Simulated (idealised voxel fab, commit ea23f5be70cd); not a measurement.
process module | voxel released beams
cross-section cut | 195 nm wide | cells 5 nm
A cross-section is a grid of square cells, given in bands from the top down. A band is one or more rows of cells.
Each band's line starts with the height of the band's top and of its bottom, in nm. Then come its materials from left to right, each with its width in nm. One material with "throughout" fills the band from edge to edge. "air" is empty space.
Height 0 is the level under which the wafer as received is all one material. The lowest band goes on downwards, as in "0 down".
A width such as "30 to 40" changes by the same amount from each row of cells to the next, from the band's top row to its bottom row.
"no change" after a step means that no cell of the cross-section changed.
closed voids: empty space of 8 cells or more with no open way to the top, each as width x height at its distance from the left edge, in nm
after a step's settings: what the simulator itself notes on the step
overlay nm, on a step with a mask: how far to the right of its planned place the mask lay; to the left if negative
plan
1 op RECEIVE | material Si
2 op CONFORMAL_DEP | material Al2O3 | thk nm 10
3 op DIRECTIONAL_DEP | material SiO2 | thk nm 20
4 op MASKED_ETCH | tone open | mask id ANCHOR | width nm 35 | etch materials SiO2 | depth nm 20 | overlay nm 0
5 op CONFORMAL_DEP | material SiN | thk nm 15
6 op PATTERN | tone cover | mask id BEAM | material resist | width nm 100 | thk nm 15 | overlay nm 0
7 op DIRECTIONAL_ETCH | etch materials SiN | depth nm 15
8 op STRIP | etch materials resist
9 op STRIP | etch materials SiO2
as received, after step 1
  0 down: Si throughout
  closed voids: none
a wafer at the end: this start, this plan, one mistake
  50 to 35: air 45 | SiN 100 | air 50
  35 to 30: SiN throughout
  30 to 10: SiO2 50 | SiN 35 | SiO2 110
  10 to 0: Al2O3 throughout
  0 down: Si throughout
  closed voids: none
what went wrong: step 5 ran as: op CONFORMAL_DEP | material SiN | thk nm 20
